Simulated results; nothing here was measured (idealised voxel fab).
process module | voxel wiring stack
cross-section cut | 215 nm wide | cells 5 nm
A cross-section is a grid of square cells, given in bands from the top down. A band is one or more rows of cells.
Each band's line starts with the height of the band's top and of its bottom, in nm. Then come its materials from left to right, each with its width in nm. One material with "throughout" fills the band from edge to edge. "air" is empty space.
Height 0 is the level under which the wafer as received is all one material. The lowest band goes on downwards, as in "0 down".
A width such as "30 to 40" changes by the same amount from each row of cells to the next, from the band's top row to its bottom row.
"no change" after a step means that no cell of the cross-section changed.
closed voids: empty space of 8 cells or more with no open way to the top, each as width x height at its distance from the left edge, in nm
after a step's settings: what the simulator itself notes on the step
overlay nm, on a step with a mask: how far to the right of its planned place the mask lay; to the left if negative
Each pair below shows a cross-section before one step and the cross-section after it, down to the lowest band that changed. The line under each pair gives the step between them, with its settings. The pairs can come from different runs of this module on the same starting wafer, so a pair continues from the pair above only where its "before" says so.
before
  80 to 75: SiCN throughout
  75 to 55: Ru 70 | SiN 5 | SiO2 15 | SiN 5 | Ru 25 | SiN 5 | SiO2 15 | SiN 5 | Ru 70
  55 to 50: TiN 70 | SiN 25 | TiN 25 | SiN 25 | TiN 70
  50 to 35: SiO2 70 | Ru 15 | SiO2 130
  35 to 30: SiCN 70 | Ru 15 | SiCN 130
  30 to 15: lowk 70 | Ru 25 | lowk 25 | Ru 25 | lowk 70
  15 to 10: lowk 70 | TiN 25 | lowk 25 | TiN 25 | lowk 70
  10 to 0: SiO2 throughout
  0 down: Si throughout
  closed voids: none
after
  90 to 80: lowk throughout
  below 80: unchanged
  closed voids: none
the step between: op DIRECTIONAL_DEP | material lowk | thk nm 10
before: the cross-section after the pair above
after
  90 to 80: lowk 70 | air 15 | lowk 35 | air 15 | lowk 80
  below 80: unchanged
  closed voids: none
the step between: op MASKED_ETCH | tone open | mask id PLUG_2 | width nm 15 | pitch nm 50 | etch materials lowk | depth nm 10 | overlay nm 0
before: the cross-section after the pair above
after
  90 to 80: lowk 70 | air 15 | lowk 35 | air 15 | lowk 80
  80 to 75: SiCN 70 | air 15 | SiCN 35 | air 15 | SiCN 80
  below 75: unchanged
  closed voids: none
the step between: op MASKED_ETCH | tone open | mask id PLUG_2 | width nm 15 | pitch nm 50 | etch materials SiCN | depth nm 5 | overlay nm 0
before: the cross-section after the pair above
after
  95 to 90: TiN 75 | air 5 | TiN 45 | air 5 | TiN 85
  90 to 80: lowk 70 | TiN 5 | air 5 | TiN 5 | lowk 35 | TiN 5 | air 5 | TiN 5 | lowk 80
  80 to 75: SiCN 70 | TiN 15 | SiCN 35 | TiN 15 | SiCN 80
  below 75: unchanged
  closed voids: none
the step between: op CONFORMAL_DEP | material TiN | thk nm 5
before: the cross-section after the pair above
after
  105 to 95: Ru throughout
  95 to 90: TiN 75 | Ru 5 | TiN 45 | Ru 5 | TiN 85
  90 to 80: lowk 70 | TiN 5 | Ru 5 | TiN 5 | lowk 35 | TiN 5 | Ru 5 | TiN 5 | lowk 80
  below 80: unchanged
  closed voids: none
the step between: op FILL_DEP | material Ru | thk nm 10
before: the cross-section after the pair above
after
  90 to 80: lowk 70 | TiN 5 | Ru 5 | TiN 5 | lowk 35 | TiN 5 | Ru 5 | TiN 5 | lowk 80
  below 80: unchanged
  closed voids: none
the step between: op CMP | height nm 90
before: the cross-section after the pair above
after
  95 to 90: SiCN throughout
  below 90: unchanged
  closed voids: none
the step between: op CONFORMAL_DEP | material SiCN | thk nm 5
before: the cross-section after the pair above
after
  115 to 95: SiO2 throughout
  below 95: unchanged
  closed voids: none
the step between: op DIRECTIONAL_DEP | material SiO2 | thk nm 20
before: the cross-section after the pair above
after
  130 to 115: resist 70 | air 25 | resist 25 | air 25 | resist 70
  below 115: unchanged
  closed voids: none
the step between: op PATTERN | tone open | mask id METAL_3 | material resist | width nm 25 | pitch nm 50 | thk nm 15 | overlay nm 0
before: the cross-section after the pair above
after
  130 to 115: resist 70 | air 25 | resist 25 | air 25 | resist 70
  115 to 95: SiO2 70 | air 25 | SiO2 25 | air 25 | SiO2 70
  below 95: unchanged
  closed voids: none
the step between: op DIRECTIONAL_ETCH | etch materials SiO2 | depth nm 20
before: the cross-section after the pair above
after
  130 to 115: resist 70 | air 25 | resist 25 | air 25 | resist 70
  115 to 95: SiO2 70 | air 25 | SiO2 25 | air 25 | SiO2 70
  95 to 90: SiCN 70 | air 25 | SiCN 25 | air 25 | SiCN 70
  below 90: unchanged
  closed voids: none
the step between: op DIRECTIONAL_ETCH | etch materials SiCN | depth nm 5
before: the cross-section after the pair above
after
  115 to 95: SiO2 70 | air 25 | SiO2 25 | air 25 | SiO2 70
  below 95: unchanged
  closed voids: none
the step between: op STRIP | etch materials resist
before: the cross-section after the pair above
after
  120 to 115: TiN 75 | air 15 | TiN 35 | air 15 | TiN 75
  115 to 95: SiO2 70 | TiN 5 | air 15 | TiN 5 | SiO2 25 | TiN 5 | air 15 | TiN 5 | SiO2 70
  95 to 90: SiCN 70 | TiN 25 | SiCN 25 | TiN 25 | SiCN 70
  below 90: unchanged
  closed voids: none
the step between: op CONFORMAL_DEP | material TiN | thk nm 5
before: the cross-section after the pair above
after
  130 to 120: W throughout
  120 to 115: TiN 75 | W 15 | TiN 35 | W 15 | TiN 75
  115 to 95: SiO2 70 | TiN 5 | W 15 | TiN 5 | SiO2 25 | TiN 5 | W 15 | TiN 5 | SiO2 70
  below 95: unchanged
  closed voids: none
the step between: op FILL_DEP | material W | thk nm 10
before: the cross-section after the pair above
after
  115 to 95: SiO2 70 | TiN 5 | W 15 | TiN 5 | SiO2 25 | TiN 5 | W 15 | TiN 5 | SiO2 70
  below 95: unchanged
  closed voids: none
the step between: op CMP | height nm 115
before: the cross-section after the pair above
after
  120 to 115: air 65 | Ru 35 | air 15 | Ru 35 | air 65
  below 115: unchanged
  closed voids: none
the step between: op EPI | material Ru | thk nm 5
before: the cross-section after the pair above
after
  125 to 120: SiCN throughout
  120 to 115: SiCN 65 | Ru 35 | SiCN 15 | Ru 35 | SiCN 65
  below 115: unchanged
  closed voids: none
the step between: op FILL_DEP | material SiCN | thk nm 5
before: the cross-section after the pair above
after
  155 to 125: lowk throughout
  below 125: unchanged
  closed voids: none
the step between: op DIRECTIONAL_DEP | material lowk | thk nm 30
before: the cross-section after the pair above
after
  165 to 155: aC throughout
  below 155: unchanged
  closed voids: none
the step between: op DIRECTIONAL_DEP | material aC | thk nm 10
before: the cross-section after the pair above
after
  195 to 165: resist 70 | air 15 | resist 130
  below 165: unchanged
  closed voids: none
the step between: op PATTERN | tone open | mask id METAL_4_HOLES | material resist | width nm 15 | thk nm 30 | overlay nm 0
before: the cross-section after the pair above
after
  185 to 165: resist 70 | air 15 | resist 130
  165 to 155: aC 70 | air 15 | aC 130
  below 155: unchanged
  closed voids: none
the step between: op DIRECTIONAL_ETCH | etch materials aC | depth nm 10
before: the cross-section after the pair above
after
  165 to 155: aC 70 | air 15 | aC 130
  below 155: unchanged
  closed voids: none
the step between: op STRIP | etch materials resist
before: the cross-section after the pair above
after
  165 to 155: aC 70 | air 15 | aC 130
  155 to 125: lowk 70 | air 15 | lowk 130
  below 125: unchanged
  closed voids: none
the step between: op DIRECTIONAL_ETCH | etch materials lowk | depth nm 30
before: the cross-section after the pair above
after
  155 to 125: lowk 70 | air 15 | lowk 130
  below 125: unchanged
  closed voids: none
the step between: op STRIP | etch materials aC
before: the cross-section after the pair above
after
  165 to 155: aC 70 | air 15 | aC 130
  155 to 135: lowk 70 | air 15 | lowk 130
  135 to 125: lowk 70 | aC 15 | lowk 130
  below 125: unchanged
  closed voids: none
the step between: op DIRECTIONAL_DEP | material aC | thk nm 10
before: the cross-section after the pair above
after
  190 to 165: resist 70 | air 25 | resist 25 | air 25 | resist 70
  below 165: unchanged
  closed voids: none
the step between: op PATTERN | tone open | mask id METAL_4 | material resist | width nm 25 | pitch nm 50 | thk nm 25 | overlay nm 0
before: the cross-section after the pair above
after
  180 to 165: resist 70 | air 25 | resist 25 | air 25 | resist 70
  165 to 155: aC 70 | air 25 | aC 25 | air 25 | aC 70
  155 to 125: lowk 70 | air 15 | lowk 130
  below 125: unchanged
  closed voids: none
the step between: op DIRECTIONAL_ETCH | etch materials aC | depth nm 10
before: the cross-section after the pair above
after
  165 to 155: aC 70 | air 25 | aC 25 | air 25 | aC 70
  below 155: unchanged
  closed voids: none
the step between: op STRIP | etch materials resist
before: the cross-section after the pair above
after
  165 to 155: aC 70 | air 25 | aC 25 | air 25 | aC 70
  155 to 140: lowk 70 | air 25 | lowk 25 | air 25 | lowk 70
  below 140: unchanged
  closed voids: none
the step between: op DIRECTIONAL_ETCH | etch materials lowk | depth nm 15
before: the cross-section after the pair above
after
  165 to 155: aC 70 | air 25 | aC 25 | air 25 | aC 70
  155 to 140: lowk 70 | air 25 | lowk 25 | air 25 | lowk 70
  140 to 125: lowk 70 | air 15 | lowk 130
  125 to 120: SiCN 70 | air 15 | SiCN 130
  below 120: unchanged
  closed voids: none
the step between: op DIRECTIONAL_ETCH | etch materials SiCN | depth nm 5
before: the cross-section after the pair above
after
  155 to 140: lowk 70 | air 25 | lowk 25 | air 25 | lowk 70
  below 140: unchanged
  closed voids: none
the step between: op STRIP | etch materials aC
before: the cross-section after the pair above
after
  160 to 155: TiN 75 | air 15 | TiN 35 | air 15 | TiN 75
  155 to 145: lowk 70 | TiN 5 | air 15 | TiN 5 | lowk 25 | TiN 5 | air 15 | TiN 5 | lowk 70
  145 to 140: lowk 70 | TiN 5 | air 5 | TiN 15 | lowk 25 | TiN 25 | lowk 70
  140 to 125: lowk 70 | TiN 5 | air 5 | TiN 5 | lowk 130
  125 to 120: SiCN 70 | TiN 15 | SiCN 130
  below 120: unchanged
  closed voids: none
the step between: op CONFORMAL_DEP | material TiN | thk nm 5
before: the cross-section after the pair above
after
  165 to 160: Cu throughout
  160 to 155: TiN 75 | Cu 15 | TiN 35 | Cu 15 | TiN 75
  155 to 145: lowk 70 | TiN 5 | Cu 15 | TiN 5 | lowk 25 | TiN 5 | Cu 15 | TiN 5 | lowk 70
  145 to 140: lowk 70 | TiN 5 | Cu 5 | TiN 15 | lowk 25 | TiN 25 | lowk 70
  140 to 125: lowk 70 | TiN 5 | Cu 5 | TiN 5 | lowk 130
  below 125: unchanged
  closed voids: none
the step between: op FILL_DEP | material Cu | thk nm 5
before: the cross-section after the pair above
after
  155 to 145: lowk 70 | TiN 5 | Cu 15 | TiN 5 | lowk 25 | TiN 5 | Cu 15 | TiN 5 | lowk 70
  below 145: unchanged
  closed voids: none
the step between: op CMP | height nm 155
before: the cross-section after the pair above
after
  160 to 155: SiN throughout
  below 155: unchanged
  closed voids: none
the step between: op CONFORMAL_DEP | material SiN | thk nm 5
